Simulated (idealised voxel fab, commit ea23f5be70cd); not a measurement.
Presented below is a process module, voxel wiring stack.
Section cut is 265 nm wide and gridded with 5 nm square cells.
Cross-sections here: square-cell grids, written as top-down lists of bands, a band being one or more rows of cells. Each band's line starts with the height of the band's top and of its bottom, in nm. Then come its materials from left to right, each with its width in nm. One material with "edge to edge" fills the band from edge to edge. "empty" is empty space. It should be noted that heights are counted from 0, beneath which the wafer as supplied is of one material throughout, and that the lowest band possesses no lower boundary but continues downward, as written in "top 0, no bottom". Think of "30..40" as a width that walks from the first number to the second as you go down the band, top row to bottom row, taking equal-sized steps from row to row. You'll sometimes find "nothing was modified" written for a step, and that's the way of saying that nowhere in the cross-section did a cell change during that step. "Enclosed void list" contains a list of empty spaces, each no smaller than 8 cells and without an open way to the top, written in the form width x height at distance with the distance from the left edge and all three in nm. Text after the settings on a step's line: the simulator's own remark on that step. The setting "overlay nm" may be written on the line of a step. When the step uses a mask, the value reports how far to the right of the planned place the mask lay, and a negative value reports that it lay to the left.

plan
- 1: RECEIVE (material Si)
- 2: CONFORMAL_DEP (material SiO2; thk nm 10)
- 3: CONFORMAL_DEP (material SiN; thk nm 5)
- 4: DIRECTIONAL_DEP (material lowk; thk nm 25)
- 5: MASKED_ETCH (tone open; mask id METAL_1; width nm 20; pitch nm 40; etch materials lowk; depth nm 25; overlay nm 0)
- 6: MASKED_ETCH (tone open; mask id METAL_1; width nm 20; pitch nm 40; etch materials SiN; depth nm 5; overlay nm 0)
- 7: CONFORMAL_DEP (material TiN; thk nm 5)
- 8: FILL_DEP (material W; thk nm 10)
- 9: CMP (height nm 40)
- 10: CONFORMAL_DEP (material SiCN; thk nm 5)
- 11: DIRECTIONAL_DEP (material lowk; thk nm 20)
- 12: PATTERN (tone open; mask id PLUG_1; material resist; width nm 15; thk nm 20; overlay nm 0)
- 13: DIRECTIONAL_ETCH (etch materials lowk; depth nm 20)
- 14: DIRECTIONAL_ETCH (etch materials SiCN; depth nm 5)
- 15: STRIP (etch materials resist)
- 16: EPI (material Ru; thk nm 10)
- 17: EPI (material Ru; thk nm 10)
- 18: EPI (material Ru; thk nm 5)
- 19: DIRECTIONAL_DEP (material TiN; thk nm 5)
- 20: DIRECTIONAL_DEP (material Ru; thk nm 15)
- 21: PATTERN (tone cover; mask id METAL_2; material resist; width nm 20; pitch nm 40; thk nm 15; overlay nm 0)
- 22: DIRECTIONAL_ETCH (etch materials Ru; depth nm 15)
- 23: DIRECTIONAL_ETCH (etch materials TiN; depth nm 5)
- 24: STRIP (etch materials resist)
- 25: CONFORMAL_DEP (material SiN; thk nm 5)
- 26: FILL_DEP (material SiO2; thk nm 10)
- 27: CMP (height nm 85)
- 28: CONFORMAL_DEP (material SiCN; thk nm 5)
- 29: DIRECTIONAL_DEP (material lowk; thk nm 15)
- 30: PATTERN (tone open; mask id PLUG_2; material resist; width nm 15; pitch nm 40; thk nm 15; overlay nm 0)
- 31: DIRECTIONAL_ETCH (etch materials lowk; depth nm 15)
- 32: DIRECTIONAL_ETCH (etch materials SiCN; depth nm 5)
- 33: STRIP (etch materials resist)
- 34: EPI (material Ru; thk nm 10)
- 35: EPI (material Ru; thk nm 10)
- 36: DIRECTIONAL_DEP (material TiN; thk nm 5)
- 37: DIRECTIONAL_DEP (material W; thk nm 25)
- 38: DIRECTIONAL_DEP (material aC; thk nm 10)
- 39: PATTERN (tone cover; mask id METAL_3; material resist; width nm 15; pitch nm 40; thk nm 30; overlay nm 0)
- 40: DIRECTIONAL_ETCH (etch materials aC; depth nm 10)
- 41: STRIP (etch materials resist)
- 42: DIRECTIONAL_ETCH (etch materials W; depth nm 25)
- 43: DIRECTIONAL_ETCH (etch materials TiN; depth nm 5)
- 44: STRIP (etch materials aC)
- 45: FILL_DEP (material SiO2; thk nm 10)
- 46: CMP (height nm 135)
- 47: CONFORMAL_DEP (material SiCN; thk nm 5)
Split variable: width nm, step 39. Plan value = first wafer. Wafers start alike.

So this is the first of several wafers, cross-sectioned as it came to us, meaning it's at the end of step 1
  top 0, no bottom = Si edge to edge
  Enclosed void list: none

Depicted here is the first of several wafers in cross-section, at module completion following the last step, step 47
  top 140, bottom 135 = SiCN edge to edge
  top 135, bottom 110 = SiO2: 105; W: 15; SiO2: 25; W: 15; SiO2: 105
  top 110, bottom 105 = SiO2: 105; TiN: 15; SiO2: 25; TiN: 15; SiO2: 105
  top 105, bottom 90 = lowk: 100; Ru: 15; lowk: 25; Ru: 15; lowk: 110
  top 90, bottom 85 = SiCN: 100; Ru: 15; SiCN: 25; Ru: 15; SiCN: 110
  top 85, bottom 70 = SiO2: 95; SiN: 5; Ru: 20; SiN: 5; SiO2: 10; SiN: 5; Ru: 20; SiN: 5; SiO2: 100
  top 70, bottom 65 = SiN: 100; TiN: 20; SiN: 20; TiN: 20; SiN: 105
  top 65, bottom 45 = lowk: 100; Ru: 15; lowk: 150
  top 45, bottom 40 = SiCN: 100; Ru: 15; SiCN: 150
  top 40, bottom 15 = lowk: 100; TiN: 5; W: 10; TiN: 5; lowk: 20; TiN: 5; W: 10; TiN: 5; lowk: 105
  top 15, bottom 10 = SiN: 100; TiN: 20; SiN: 20; TiN: 20; SiN: 105
  top 10, bottom 0 = SiO2 edge to edge
  top 0, no bottom = Si edge to edge
  Enclosed void list: none

Sectional view of the last wafer upon completion of the module
  top 140, bottom 135 = SiCN edge to edge
  top 135, bottom 110 = SiO2: 100; W: 25; SiO2: 15; W: 25; SiO2: 100
  top 110, bottom 105 = SiO2: 100; TiN: 25; SiO2: 15; TiN: 25; SiO2: 100
  top 105, bottom 90 = lowk: 100; Ru: 15; lowk: 25; Ru: 15; lowk: 110
  top 90, bottom 85 = SiCN: 100; Ru: 15; SiCN: 25; Ru: 15; SiCN: 110
  top 85, bottom 70 = SiO2: 95; SiN: 5; Ru: 20; SiN: 5; SiO2: 10; SiN: 5; Ru: 20; SiN: 5; SiO2: 100
  top 70, bottom 65 = SiN: 100; TiN: 20; SiN: 20; TiN: 20; SiN: 105
  top 65, bottom 45 = lowk: 100; Ru: 15; lowk: 150
  top 45, bottom 40 = SiCN: 100; Ru: 15; SiCN: 150
  top 40, bottom 15 = lowk: 100; TiN: 5; W: 10; TiN: 5; lowk: 20; TiN: 5; W: 10; TiN: 5; lowk: 105
  top 15, bottom 10 = SiN: 100; TiN: 20; SiN: 20; TiN: 20; SiN: 105
  top 10, bottom 0 = SiO2 edge to edge
  top 0, no bottom = Si edge to edge
  Enclosed void list: none

Wafer rows, end of module: cells per material gained (+) or lost (-) since receipt; closed voids last
width nm 15; +63 Ru; +150 SiCN; +102 SiN; +511 SiO2; +42 TiN; +50 W; +566 lowk; Enclosed void list: none
width nm 20; +63 Ru; +150 SiCN; +102 SiN; +499 SiO2; +44 TiN; +60 W; +566 lowk; Enclosed void list: none
width nm 25; +63 Ru; +150 SiCN; +102 SiN; +487 SiO2; +46 TiN; +70 W; +566 lowk; Enclosed void list: none
